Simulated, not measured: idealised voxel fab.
Title: Process Module voxel transistor to metal
Cross-sectional view cut (width: 215 nm; square cell size: 5 nm).
Notation: cross-section as square-cell grid; stated in bands, top first, going down; one or more cell rows per band.
Band entry format. Leading values: height of top, height of bottom, nm. Remainder: materials in left-to-right order, each with its width in nm. Special words: "all across" on a single material, which then fills the band edge to edge; "blank", empty space.
Convention: height 0 is the level below which the wafer, as received, is all one material. The lowest band does not terminate at the bottom but continues downward, represented as "0..down".
Read "30 to 40" as a graded width: first number on top, second number at the bottom, same change between each pair of neighbouring rows.
Step note "remained unchanged" = no cross-section cell changed.
"Fully sealed cavities" contains a list of empty spaces, each no smaller than 8 cells and without an open way to the top, written in the form width x height at distance with the distance from the left edge and all three in nm.
That trailing text on a step's line, after the settings, is the simulator's own remark on the step.
For masked steps, "overlay nm" on the step line gives how far right of plan the mask actually lay; a minus sign means it lay to the left.

[Process steps foreseen in the plan]
- 1: RECEIVE: material Si
- 2: CONFORMAL_DEP: material SiO2, thk nm 5
- 3: CONFORMAL_DEP: material SiN, thk nm 15
- 4: MASKED_ETCH: tone cover, mask id ACTIVE, width nm 100, etch materials SiN, depth nm 15, overlay nm 0
- 5: MASKED_ETCH: tone cover, mask id ACTIVE, width nm 100, etch materials SiO2, depth nm 5, overlay nm 0
- 6: MASKED_ETCH: tone cover, mask id ACTIVE, width nm 100, etch materials Si, depth nm 20, overlay nm 0
- 7: OXIDIZE: depth nm 5
- 8: FILL_DEP: material SiO2, thk nm 10
- 9: CMP: height nm 20
- 10: SELECTIVE_ETCH: etch materials SiO2, depth nm 10
- 11: STRIP: etch materials SiN
- 12: SELECTIVE_ETCH: etch materials SiO2, depth nm 5
- 13: OXIDIZE: depth nm 5
- 14: DIRECTIONAL_DEP: material polySi, thk nm 30
- 15: DIRECTIONAL_DEP: material SiCN, thk nm 15
- 16: DIRECTIONAL_DEP: material aC, thk nm 10
- 17: PATTERN: tone cover, mask id GATE, material resist, width nm 20, thk nm 25, overlay nm 0
- 18: DIRECTIONAL_ETCH: etch materials aC, depth nm 10
- 19: STRIP: etch materials resist
- 20: DIRECTIONAL_ETCH: etch materials SiCN, depth nm 25
- 21: DIRECTIONAL_ETCH: etch materials polySi, depth nm 40
- 22: STRIP: etch materials aC
- 23: CONFORMAL_DEP: material SiO2, thk nm 5
- 24: DIRECTIONAL_ETCH: etch materials SiO2, depth nm 5
- 25: CONFORMAL_DEP: material SiN, thk nm 10
- 26: DIRECTIONAL_ETCH: etch materials SiN, depth nm 10
- 27: DIRECTIONAL_ETCH: etch materials SiO2, depth nm 5
- 28: EPI: material SiGe, thk nm 5
- 29: FILL_DEP: material SiO2, thk nm 10
- 30: CMP: height nm 45
- 31: DIRECTIONAL_DEP: material SiO2, thk nm 15
- 32: DIRECTIONAL_DEP: material aC, thk nm 10
- 33: PATTERN: tone open, mask id CONTACT, material resist, width nm 30, pitch nm 60, thk nm 30, overlay nm 0
- 34: DIRECTIONAL_ETCH: etch materials aC, depth nm 10
- 35: STRIP: etch materials resist
- 36: DIRECTIONAL_ETCH: etch materials SiO2, depth nm 60
- 37: STRIP: etch materials aC
- 38: CONFORMAL_DEP: material TiN, thk nm 5
- 39: FILL_DEP: material Ru, thk nm 5
- 40: CMP: height nm 60
- 41: DIRECTIONAL_DEP: material TiN, thk nm 5
- 42: DIRECTIONAL_DEP: material Ru, thk nm 15
- 43: MASKED_ETCH: tone cover, mask id METAL_1, width nm 20, pitch nm 70, etch materials Ru, depth nm 15, overlay nm 0
- 44: MASKED_ETCH: tone cover, mask id METAL_1, width nm 20, pitch nm 70, etch materials TiN, depth nm 5, overlay nm 0
- 45: CONFORMAL_DEP: material SiN, thk nm 5
- 46: FILL_DEP: material lowk, thk nm 5
- 47: CMP: height nm 80
- 48: CONFORMAL_DEP: material SiCN, thk nm 5
- 49: DIRECTIONAL_DEP: material SiO2, thk nm 25
- 50: MASKED_ETCH: tone open, mask id METAL_2, width nm 20, pitch nm 70, etch materials SiO2, depth nm 15, overlay nm 0
- 51: MASKED_ETCH: tone open, mask id METAL_2_HOLES, width nm 15, pitch nm 70, etch materials SiO2, depth nm 10, overlay nm 0
- 52: MASKED_ETCH: tone open, mask id METAL_2_HOLES, width nm 15, pitch nm 70, etch materials SiCN, depth nm 5, overlay nm 0
- 53: CONFORMAL_DEP: material TiN, thk nm 5
- 54: FILL_DEP: material Cu, thk nm 5
- 55: CMP: height nm 110
- 56: CONFORMAL_DEP: material SiCN, thk nm 5

[Cross-section, incoming material, after step 1]
- 0..down | Si all across
- Fully sealed cavities: none

[End-of-module XS, first of two wafers, run as planned]
- 115..110 | SiCN all across
- 110..100 | 60 SiO2 / 5 TiN / 10 Cu / 5 TiN / 50 SiO2 / 5 TiN / 10 Cu / 5 TiN / 65 SiO2
- 100..95 | 60 SiO2 / 5 TiN / 5 Cu / 10 TiN / 50 SiO2 / 5 TiN / 5 Cu / 10 TiN / 65 SiO2
- 95..85 | 60 SiO2 / 5 TiN / 5 Cu / 5 TiN / 55 SiO2 / 5 TiN / 5 Cu / 5 TiN / 70 SiO2
- 85..80 | 60 SiCN / 15 TiN / 55 SiCN / 15 TiN / 70 SiCN
- 80..65 | 55 lowk / 5 SiN / 20 Ru / 5 SiN / 40 lowk / 5 SiN / 20 Ru / 5 SiN / 60 lowk
- 65..60 | 60 SiN / 20 TiN / 50 SiN / 20 TiN / 65 SiN
- 60..50 | 60 SiO2 / 5 TiN / 20 Ru / 5 TiN / 30 SiO2 / 5 TiN / 20 Ru / 5 TiN / 65 SiO2
- 50..45 | 60 SiO2 / 5 TiN / 10 Ru / 15 TiN / 30 SiO2 / 15 TiN / 10 Ru / 5 TiN / 65 SiO2
- 45..30 | 60 SiO2 / 5 TiN / 10 Ru / 5 TiN / 10 SiN / 5 SiO2 / 20 SiCN / 5 SiO2 / 10 SiN / 5 TiN / 10 Ru / 5 TiN / 65 SiO2
- 30..10 | 60 SiO2 / 5 TiN / 10 Ru / 5 TiN / 10 SiN / 5 SiO2 / 20 polySi / 5 SiO2 / 10 SiN / 5 TiN / 10 Ru / 5 TiN / 65 SiO2
- 10..5 | 60 SiO2 / 10 TiN / 5 Ru / 5 TiN / 10 SiN / 5 SiO2 / 20 polySi / 5 SiO2 / 10 SiN / 5 TiN / 5 Ru / 10 TiN / 65 SiO2
- 5..0 | 55 SiO2 / 10 SiN / 15 TiN / 10 SiN / 5 SiO2 / 20 polySi / 5 SiO2 / 10 SiN / 15 TiN / 10 SiN / 60 SiO2
- 0..-5 | 65 SiO2 / 15 SiGe / 50 SiO2 / 15 SiGe / 70 SiO2
- -5..-25 | 60 SiO2 / 90 Si / 65 SiO2
- -25..down | Si all across
- Fully sealed cavities: none

[Cross-section, second wafer: same start as the first, same plan as the first, one mistake in running it; taken at the end of the module]
- 115..110 | SiCN all across
- 110..100 | 60 SiO2 / 5 TiN / 10 Cu / 5 TiN / 50 SiO2 / 5 TiN / 10 Cu / 5 TiN / 65 SiO2
- 100..95 | 60 SiO2 / 5 TiN / 5 Cu / 10 TiN / 50 SiO2 / 5 TiN / 5 Cu / 10 TiN / 65 SiO2
- 95..85 | 60 SiO2 / 5 TiN / 5 Cu / 5 TiN / 55 SiO2 / 5 TiN / 5 Cu / 5 TiN / 70 SiO2
- 85..80 | 60 SiCN / 15 TiN / 55 SiCN / 15 TiN / 70 SiCN
- 80..65 | 55 lowk / 5 SiN / 20 Ru / 5 SiN / 40 lowk / 5 SiN / 20 Ru / 5 SiN / 60 lowk
- 65..60 | 60 SiN / 20 TiN / 50 SiN / 20 TiN / 65 SiN
- 60..50 | 60 SiO2 / 5 TiN / 20 Ru / 5 TiN / 30 SiO2 / 5 TiN / 20 Ru / 5 TiN / 65 SiO2
- 50..45 | 60 SiO2 / 5 TiN / 10 Ru / 15 TiN / 30 SiO2 / 15 TiN / 10 Ru / 5 TiN / 65 SiO2
- 45..30 | 60 SiO2 / 5 TiN / 10 Ru / 5 TiN / 10 SiN / 5 SiO2 / 20 SiCN / 5 SiO2 / 10 SiN / 5 TiN / 10 Ru / 5 TiN / 65 SiO2
- 30..20 | 60 SiO2 / 5 TiN / 10 Ru / 5 TiN / 10 SiN / 5 SiO2 / 20 polySi / 5 SiO2 / 10 SiN / 5 TiN / 10 Ru / 5 TiN / 65 SiO2
- 20..15 | 60 SiO2 / 20 TiN / 10 SiN / 5 SiO2 / 20 polySi / 5 SiO2 / 10 SiN / 20 TiN / 65 SiO2
- 15..5 | 80 SiO2 / 10 SiN / 5 SiO2 / 20 polySi / 5 SiO2 / 10 SiN / 85 SiO2
- 5..0 | 55 SiO2 / 10 SiN / 15 SiO2 / 10 SiN / 5 SiO2 / 20 polySi / 5 SiO2 / 10 SiN / 15 SiO2 / 10 SiN / 60 SiO2
- 0..-5 | 65 SiO2 / 15 SiGe / 50 SiO2 / 15 SiGe / 70 SiO2
- -5..-25 | 60 SiO2 / 90 Si / 65 SiO2
- -25..down | Si all across
- Fully sealed cavities: none
The mistake made against the process plan was this: plan step 31 was twice executed
FYI, end of process, the second wafer has more or fewer cells of some materials than the first: Ru -10; SiO2 +22; TiN -12
